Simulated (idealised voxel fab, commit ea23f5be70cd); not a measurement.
A process module follows: voxel self aligned contacts.
Square cell edge 5 nm, section width 250 nm, ID cut.
We lay out every cross-section as a grid of square cells and spell it out in bands from the top down, where one band means one or more rows of cells. A band entry consists of two parts. The first gives the height of the band's top and the height of its bottom, in nm. The rest lists the band's materials from left to right, each with its width in nm. A single material labelled with the word "full width" fills the band from edge to edge, and the word "blank" marks empty space. Beneath 0, the wafer as received is one material, and that level is where height counting begins. The lowest band goes on downward without a bottom; it is written like "0 and below". The notation "30 to 40" denotes a width that varies across the rows of cells in the band, beginning at the first number in the top row, finishing at the second number in the bottom row, and changing by an identical amount from each row to the next. "no alteration" after a step means that no cell of the cross-section changed. Under "Sealed void list" you'll find the enclosed gaps, the ones with no way out to the top, that are 8 cells or bigger; each reads width x height at distance, with distance counted from the left edge, everything in nm. Anything after a step's settings on that line? It's the simulator's own note about the step. A step line may carry the setting "overlay nm", which, for steps involving a mask, states the distance by which the mask lay to the right of its intended position; negative values denote displacement to the left.
Below is the list of planned process steps
| 1 | RECEIVE, material Si |
| 2 | CONFORMAL_DEP, material SiO2, thk nm 5 |
| 3 | DIRECTIONAL_DEP, material polySi, thk nm 20 |
| 4 | DIRECTIONAL_DEP, material SiN, thk nm 20 |
| 5 | DIRECTIONAL_DEP, material aC, thk nm 15 |
| 6 | PATTERN, tone cover, mask id GATE, material resist, width nm 35, pitch nm 70, thk nm 35, overlay nm 0 |
| 7 | DIRECTIONAL_ETCH, etch materials aC, depth nm 15 |
| 8 | STRIP, etch materials resist |
| 9 | DIRECTIONAL_ETCH, etch materials SiN, depth nm 20 |
| 10 | DIRECTIONAL_ETCH, etch materials polySi, depth nm 20 |
| 11 | STRIP, etch materials aC |
| 12 | CONFORMAL_DEP, material SiN, thk nm 5 |
| 13 | DIRECTIONAL_ETCH, etch materials SiN, depth nm 5 |
| 14 | FILL_DEP, material SiO2, thk nm 10 |
| 15 | CMP, height nm 50 |
| 16 | DIRECTIONAL_DEP, material aC, thk nm 15 |
| 17 | PATTERN, tone open, mask id CONTACT, material resist, width nm 55, thk nm 30, overlay nm 0 |
| 18 | DIRECTIONAL_ETCH, etch materials aC, depth nm 15 |
| 19 | STRIP, etch materials resist |
| 20 | DIRECTIONAL_ETCH, etch materials SiO2, depth nm 50 |
| 21 | STRIP, etch materials aC |
| 22 | CONFORMAL_DEP, material TiN, thk nm 5 |
| 23 | FILL_DEP, material W, thk nm 10 |
| 24 | CMP, height nm 50 |
| 25 | CONFORMAL_DEP, material SiCN, thk nm 5 |
The first of a set of two wafers, run to plan
Wafer at receipt (post step 1), cross-section
    0 and below = Si full width
    Sealed void list: none
After step 2, in cross-section
    5 down to 0 = SiO2 full width
    Everything under 0 stays put, no change at all.
After step 3, in cross-section
    25 down to 5 = polySi full width
    Everything under 5 stays put, no change at all.
After step 4, in cross-section
    45 down to 25 = SiN full width
    Everything under 25 stays put, no change at all.
After step 5, in cross-section
    60 down to 45 = aC full width
    Everything under 45 stays put, no change at all.
After step 6, in cross-section
    95 down to 60 = blank=70; resist=35; blank=35; resist=35; blank=75
    Everything under 60 stays put, no change at all.
After step 7, in cross-section
    80 down to 60 = blank=70; resist=35; blank=35; resist=35; blank=75
    60 down to 45 = blank=70; aC=35; blank=35; aC=35; blank=75
    Everything under 45 stays put, no change at all.
After step 8, in cross-section
    60 down to 45 = blank=70; aC=35; blank=35; aC=35; blank=75
    Everything under 45 stays put, no change at all.
After step 9, in cross-section
    60 down to 45 = blank=70; aC=35; blank=35; aC=35; blank=75
    45 down to 25 = blank=70; SiN=35; blank=35; SiN=35; blank=75
    Everything under 25 stays put, no change at all.
After step 10, in cross-section
    60 down to 45 = blank=70; aC=35; blank=35; aC=35; blank=75
    45 down to 25 = blank=70; SiN=35; blank=35; SiN=35; blank=75
    25 down to 5 = blank=70; polySi=35; blank=35; polySi=35; blank=75
    Everything under 5 stays put, no change at all.
After step 11, in cross-section
    45 down to 25 = blank=70; SiN=35; blank=35; SiN=35; blank=75
    Everything under 25 stays put, no change at all.
After step 12, in cross-section
    50 down to 25 = blank=65; SiN=45; blank=25; SiN=45; blank=70
    25 down to 10 = blank=65; SiN=5; polySi=35; SiN=5; blank=25; SiN=5; polySi=35; SiN=5; blank=70
    10 down to 5 = SiN=70; polySi=35; SiN=35; polySi=35; SiN=75
    Everything under 5 stays put, no change at all.
After step 13, in cross-section
    45 down to 25 = blank=65; SiN=45; blank=25; SiN=45; blank=70
    25 down to 5 = blank=65; SiN=5; polySi=35; SiN=5; blank=25; SiN=5; polySi=35; SiN=5; blank=70
    Everything under 5 stays put, no change at all.
After step 14, in cross-section
    55 down to 45 = SiO2 full width
    45 down to 25 = SiO2=65; SiN=45; SiO2=25; SiN=45; SiO2=70
    25 down to 5 = SiO2=65; SiN=5; polySi=35; SiN=5; SiO2=25; SiN=5; polySi=35; SiN=5; SiO2=70
    Everything under 5 stays put, no change at all.
After step 15, in cross-section
    50 down to 45 = SiO2 full width
    Everything under 45 stays put, no change at all.
After step 16, in cross-section
    65 down to 50 = aC full width
    Everything under 50 stays put, no change at all.
After step 17, in cross-section
    95 down to 65 = resist=95; blank=55; resist=100
    Everything under 65 stays put, no change at all.
After step 18, in cross-section
    80 down to 65 = resist=95; blank=55; resist=100
    65 down to 50 = aC=95; blank=55; aC=100
    Everything under 50 stays put, no change at all.
After step 19, in cross-section
    65 down to 50 = aC=95; blank=55; aC=100
    Everything under 50 stays put, no change at all.
After step 20, in cross-section
    65 down to 50 = aC=95; blank=55; aC=100
    50 down to 45 = SiO2=95; blank=55; SiO2=100
    45 down to 25 = SiO2=65; SiN=45; blank=25; SiN=45; SiO2=70
    25 down to 5 = SiO2=65; SiN=5; polySi=35; SiN=5; blank=25; SiN=5; polySi=35; SiN=5; SiO2=70
    5 down to 0 = SiO2=110; blank=25; SiO2=115
    Everything under 0 stays put, no change at all.
After step 21, in cross-section
    50 down to 45 = SiO2=95; blank=55; SiO2=100
    Everything under 45 stays put, no change at all.
After step 22, in cross-section
    55 down to 50 = TiN=100; blank=45; TiN=105
    50 down to 45 = SiO2=95; TiN=20; blank=15; TiN=20; SiO2=100
    45 down to 25 = SiO2=65; SiN=45; TiN=5; blank=15; TiN=5; SiN=45; SiO2=70
    25 down to 5 = SiO2=65; SiN=5; polySi=35; SiN=5; TiN=5; blank=15; TiN=5; SiN=5; polySi=35; SiN=5; SiO2=70
    5 down to 0 = SiO2=110; TiN=25; SiO2=115
    Everything under 0 stays put, no change at all.
After step 23, in cross-section
    65 down to 55 = W full width
    55 down to 50 = TiN=100; W=45; TiN=105
    50 down to 45 = SiO2=95; TiN=20; W=15; TiN=20; SiO2=100
    45 down to 25 = SiO2=65; SiN=45; TiN=5; W=15; TiN=5; SiN=45; SiO2=70
    25 down to 5 = SiO2=65; SiN=5; polySi=35; SiN=5; TiN=5; W=15; TiN=5; SiN=5; polySi=35; SiN=5; SiO2=70
    Everything under 5 stays put, no change at all.
After step 24, in cross-section
    50 down to 45 = SiO2=95; TiN=20; W=15; TiN=20; SiO2=100
    Everything under 45 stays put, no change at all.
After step 25, in cross-section
    55 down to 50 = SiCN full width
    Everything under 50 stays put, no change at all.
The second wafer began exactly as the first did and followed the same plan, but one mistake was made while running it; through step 5 inclusive, the two wafers are identical
Cross-section of the second wafer corresponding to the planned conclusion of step 6
    95 down to 60 = blank=65; resist=35; blank=35; resist=35; blank=80
    Everything under 60 stays put, no change at all.
Cross-section of the second wafer corresponding to the planned conclusion of step 7
    80 down to 60 = blank=65; resist=35; blank=35; resist=35; blank=80
    60 down to 45 = blank=65; aC=35; blank=35; aC=35; blank=80
    Everything under 45 stays put, no change at all.
Cross-section of the second wafer corresponding to the planned conclusion of step 8
    60 down to 45 = blank=65; aC=35; blank=35; aC=35; blank=80
    Everything under 45 stays put, no change at all.
Cross-section of the second wafer corresponding to the planned conclusion of step 9
    60 down to 45 = blank=65; aC=35; blank=35; aC=35; blank=80
    45 down to 25 = blank=65; SiN=35; blank=35; SiN=35; blank=80
    Everything under 25 stays put, no change at all.
Cross-section of the second wafer corresponding to the planned conclusion of step 10
    60 down to 45 = blank=65; aC=35; blank=35; aC=35; blank=80
    45 down to 25 = blank=65; SiN=35; blank=35; SiN=35; blank=80
    25 down to 5 = blank=65; polySi=35; blank=35; polySi=35; blank=80
    Everything under 5 stays put, no change at all.
Cross-section of the second wafer corresponding to the planned conclusion of step 11
    45 down to 25 = blank=65; SiN=35; blank=35; SiN=35; blank=80
    Everything under 25 stays put, no change at all.
Cross-section of the second wafer corresponding to the planned conclusion of step 12
    50 down to 25 = blank=60; SiN=45; blank=25; SiN=45; blank=75
    25 down to 10 = blank=60; SiN=5; polySi=35; SiN=5; blank=25; SiN=5; polySi=35; SiN=5; blank=75
    10 down to 5 = SiN=65; polySi=35; SiN=35; polySi=35; SiN=80
    Everything under 5 stays put, no change at all.
Cross-section of the second wafer corresponding to the planned conclusion of step 13
    45 down to 25 = blank=60; SiN=45; blank=25; SiN=45; blank=75
    25 down to 5 = blank=60; SiN=5; polySi=35; SiN=5; blank=25; SiN=5; polySi=35; SiN=5; blank=75
    Everything under 5 stays put, no change at all.
Cross-section of the second wafer corresponding to the planned conclusion of step 14
    55 down to 45 = SiO2 full width
    45 down to 25 = SiO2=60; SiN=45; SiO2=25; SiN=45; SiO2=75
    25 down to 5 = SiO2=60; SiN=5; polySi=35; SiN=5; SiO2=25; SiN=5; polySi=35; SiN=5; SiO2=75
    Everything under 5 stays put, no change at all.
Cross-section of the second wafer corresponding to the planned conclusion of step 15
    50 down to 45 = SiO2 full width
    Everything under 45 stays put, no change at all.
Cross-section of the second wafer corresponding to the planned conclusion of step 16
    65 down to 50 = aC full width
    Everything under 50 stays put, no change at all.
Cross-section of the second wafer corresponding to the planned conclusion of step 17
    95 down to 65 = resist=95; blank=55; resist=100
    Everything under 65 stays put, no change at all.
Cross-section of the second wafer corresponding to the planned conclusion of step 18
    80 down to 65 = resist=95; blank=55; resist=100
    65 down to 50 = aC=95; blank=55; aC=100
    Everything under 50 stays put, no change at all.
Cross-section of the second wafer corresponding to the planned conclusion of step 19
    65 down to 50 = aC=95; blank=55; aC=100
    Everything under 50 stays put, no change at all.
Cross-section of the second wafer corresponding to the planned conclusion of step 20
    65 down to 50 = aC=95; blank=55; aC=100
    50 down to 45 = SiO2=95; blank=55; SiO2=100
    45 down to 25 = SiO2=60; SiN=45; blank=25; SiN=45; SiO2=75
    25 down to 5 = SiO2=60; SiN=5; polySi=35; SiN=5; blank=25; SiN=5; polySi=35; SiN=5; SiO2=75
    5 down to 0 = SiO2=105; blank=25; SiO2=120
    Everything under 0 stays put, no change at all.
Cross-section of the second wafer corresponding to the planned conclusion of step 21
    50 down to 45 = SiO2=95; blank=55; SiO2=100
    Everything under 45 stays put, no change at all.
Cross-section of the second wafer corresponding to the planned conclusion of step 22
    55 down to 50 = TiN=100; blank=45; TiN=105
    50 down to 45 = SiO2=95; TiN=15; blank=15; TiN=25; SiO2=100
    45 down to 25 = SiO2=60; SiN=45; TiN=5; blank=15; TiN=5; SiN=45; SiO2=75
    25 down to 5 = SiO2=60; SiN=5; polySi=35; SiN=5; TiN=5; blank=15; TiN=5; SiN=5; polySi=35; SiN=5; SiO2=75
    5 down to 0 = SiO2=105; TiN=25; SiO2=120
    Everything under 0 stays put, no change at all.
Cross-section of the second wafer corresponding to the planned conclusion of step 23
    65 down to 55 = W full width
    55 down to 50 = TiN=100; W=45; TiN=105
    50 down to 45 = SiO2=95; TiN=15; W=15; TiN=25; SiO2=100
    45 down to 25 = SiO2=60; SiN=45; TiN=5; W=15; TiN=5; SiN=45; SiO2=75
    25 down to 5 = SiO2=60; SiN=5; polySi=35; SiN=5; TiN=5; W=15; TiN=5; SiN=5; polySi=35; SiN=5; SiO2=75
    Everything under 5 stays put, no change at all.
Cross-section of the second wafer corresponding to the planned conclusion of step 24
    50 down to 45 = SiO2=95; TiN=15; W=15; TiN=25; SiO2=100
    Everything under 45 stays put, no change at all.
Cross-section of the second wafer corresponding to the planned conclusion of step 25
    55 down to 50 = SiCN full width
    Everything under 50 stays put, no change at all.
Diagnosis: step 6 ran differently from the plan; actual operation with settings: PATTERN, tone cover, mask id GATE, material resist, width nm 35, pitch nm 70, thk nm 35, overlay nm -5
At the end, each material covers as many cells on the second wafer as it does on the first, though the cells it covers are elsewhere.
